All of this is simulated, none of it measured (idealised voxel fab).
Herein follows the process module entitled voxel wiring stack.
Square cells of 5 nm make up the cross-section cut, whose width is 230 nm.
Bands, listed from the top down, are how a cross-section gets written in this document; the cross-section itself is a grid of square cells, and a band is one or more rows of them.
What a band's entry tells you: where the top is and where the bottom is, as heights in nm, and after that what lies inside, material by material from left to right, each with its width in nm. Empty space is written as the word "air", and a single material marked with the word "throughout" occupies the band from edge to edge.
Height is counted from the level 0, under which the received wafer is composed throughout of one material. The lowest of the bands is not closed at the bottom but continues downward, in the notation "top 0, no bottom".
Top row gets the first number, bottom row gets the second, and each row in between changes by the same step: that is how a band width like "30->40" works.
Where the words "remained unchanged" appear for a step, the cross-section shows no cell changed by that step; every cell remained as before.
"Sealed cavities" specifies each empty space that is not open to the top and that occupies no fewer than 8 cells, using the form width x height at distance, the distance measured from the left edge and all three quantities in nm.
Step line, after settings: the simulator's comment on this step.
overlay nm: mask right of planned place by this much (step with mask). Neg. = left.

# Process steps - plan
| 1 | RECEIVE with material Si |
| 2 | CONFORMAL_DEP with material SiO2, thk nm 10 |
| 3 | DIRECTIONAL_DEP with material TiN, thk nm 5 |
| 4 | DIRECTIONAL_DEP with material W, thk nm 20 |
| 5 | DIRECTIONAL_DEP with material aC, thk nm 10 |
| 6 | PATTERN with tone cover, mask id METAL_1, material resist, width nm 15, pitch nm 55, thk nm 30, overlay nm 0 |
| 7 | DIRECTIONAL_ETCH with etch materials aC, depth nm 10 |
| 8 | STRIP with etch materials resist |
| 9 | DIRECTIONAL_ETCH with etch materials W, depth nm 20 |
| 10 | DIRECTIONAL_ETCH with etch materials TiN, depth nm 5 |
| 11 | STRIP with etch materials aC |
| 12 | CONFORMAL_DEP with material SiN, thk nm 5 |
| 13 | FILL_DEP with material lowk, thk nm 5 |
| 14 | CMP with height nm 35 |
| 15 | CONFORMAL_DEP with material SiCN, thk nm 5 |
| 16 | DIRECTIONAL_DEP with material lowk, thk nm 30 |
| 17 | DIRECTIONAL_DEP with material aC, thk nm 15 |
| 18 | PATTERN with tone open, mask id METAL_2_HOLES, material resist, width nm 15, pitch nm 110, thk nm 35, overlay nm 0 |
| 19 | DIRECTIONAL_ETCH with etch materials aC, depth nm 15 |
| 20 | STRIP with etch materials resist |
| 21 | DIRECTIONAL_ETCH with etch materials lowk, depth nm 30 |
| 22 | STRIP with etch materials aC |
| 23 | DIRECTIONAL_DEP with material aC, thk nm 10 |
| 24 | PATTERN with tone open, mask id METAL_2, material resist, width nm 25, pitch nm 55, thk nm 25, overlay nm 0 |
| 25 | DIRECTIONAL_ETCH with etch materials aC, depth nm 10 |
| 26 | STRIP with etch materials resist |
| 27 | DIRECTIONAL_ETCH with etch materials lowk, depth nm 20 |
| 28 | DIRECTIONAL_ETCH with etch materials SiCN, depth nm 5 |
| 29 | STRIP with etch materials aC |
| 30 | CONFORMAL_DEP with material TiN, thk nm 5 |
| 31 | FILL_DEP with material Cu, thk nm 10 |
| 32 | CMP with height nm 70 |
| 33 | CONFORMAL_DEP with material SiCN, thk nm 5 |
| 34 | DIRECTIONAL_DEP with material SiO2, thk nm 30 |
| 35 | MASKED_ETCH with tone open, mask id METAL_3_HOLES, width nm 15, pitch nm 110, etch materials SiO2, depth nm 30, overlay nm 0 |
| 36 | PATTERN with tone open, mask id METAL_3, material resist, width nm 25, pitch nm 55, thk nm 15, overlay nm 0 |
| 37 | DIRECTIONAL_ETCH with etch materials SiO2, depth nm 15 |
| 38 | DIRECTIONAL_ETCH with etch materials SiCN, depth nm 5 |
| 39 | STRIP with etch materials resist |
| 40 | CONFORMAL_DEP with material TiN, thk nm 5 |
| 41 | FILL_DEP with material Cu, thk nm 10 |
| 42 | CMP with height nm 105 |
| 43 | CONFORMAL_DEP with material SiCN, thk nm 5 |
| 44 | DIRECTIONAL_DEP with material SiO2, thk nm 15 |
| 45 | PATTERN with tone open, mask id PLUG_3, material resist, width nm 15, pitch nm 55, thk nm 15, overlay nm 0 |
| 46 | DIRECTIONAL_ETCH with etch materials SiO2, depth nm 15 |
| 47 | DIRECTIONAL_ETCH with etch materials SiCN, depth nm 5 |
| 48 | STRIP with etch materials resist |
| 49 | EPI with material Ru, thk nm 10 |
| 50 | EPI with material Ru, thk nm 10 |
| 51 | DIRECTIONAL_DEP with material TiN, thk nm 5 |
| 52 | DIRECTIONAL_DEP with material Ru, thk nm 20 |
| 53 | DIRECTIONAL_DEP with material aC, thk nm 15 |
| 54 | PATTERN with tone cover, mask id METAL_4, material resist, width nm 25, pitch nm 55, thk nm 35, overlay nm 0 |
| 55 | DIRECTIONAL_ETCH with etch materials aC, depth nm 15 |
| 56 | STRIP with etch materials resist |
| 57 | DIRECTIONAL_ETCH with etch materials Ru, depth nm 20 |
| 58 | DIRECTIONAL_ETCH with etch materials TiN, depth nm 5 |
| 59 | STRIP with etch materials aC |
| 60 | CONFORMAL_DEP with material SiCN, thk nm 5 |
| 61 | FILL_DEP with material lowk, thk nm 5 |
| 62 | CMP with height nm 150 |
| 63 | CONFORMAL_DEP with material SiCN, thk nm 5 |
Don't read the plan's width nm for step 6 as applying to every wafer: that's the first wafer's value, and the wafers differ in it, though they all start identical.

# The as-received cross-section of the first of several wafers corresponds to the state after step 1
  top 0, no bottom: Si throughout
  Sealed cavities: none

# What follows is a table in which each wafer occupies a row; for the wafer as it stands at the close of the module, the row states, material by material, how many cells have been gained (+) or lost (-) since receipt, and then gives its closed voids
width nm 15; +74 Cu; +128 Ru; +218 SiCN; +66 SiN; +392 SiO2; +140 TiN; +48 W; +360 lowk; Sealed cavities: none
width nm 20; +74 Cu; +128 Ru; +218 SiCN; +62 SiN; +392 SiO2; +144 TiN; +64 W; +344 lowk; Sealed cavities: none
width nm 25; +74 Cu; +128 Ru; +218 SiCN; +58 SiN; +392 SiO2; +148 TiN; +80 W; +328 lowk; Sealed cavities: none
width nm 30; +74 Cu; +128 Ru; +218 SiCN; +54 SiN; +392 SiO2; +152 TiN; +96 W; +312 lowk; Sealed cavities: none
width nm 35; +74 Cu; +128 Ru; +218 SiCN; +50 SiN; +392 SiO2; +156 TiN; +112 W; +296 lowk; Sealed cavities: none
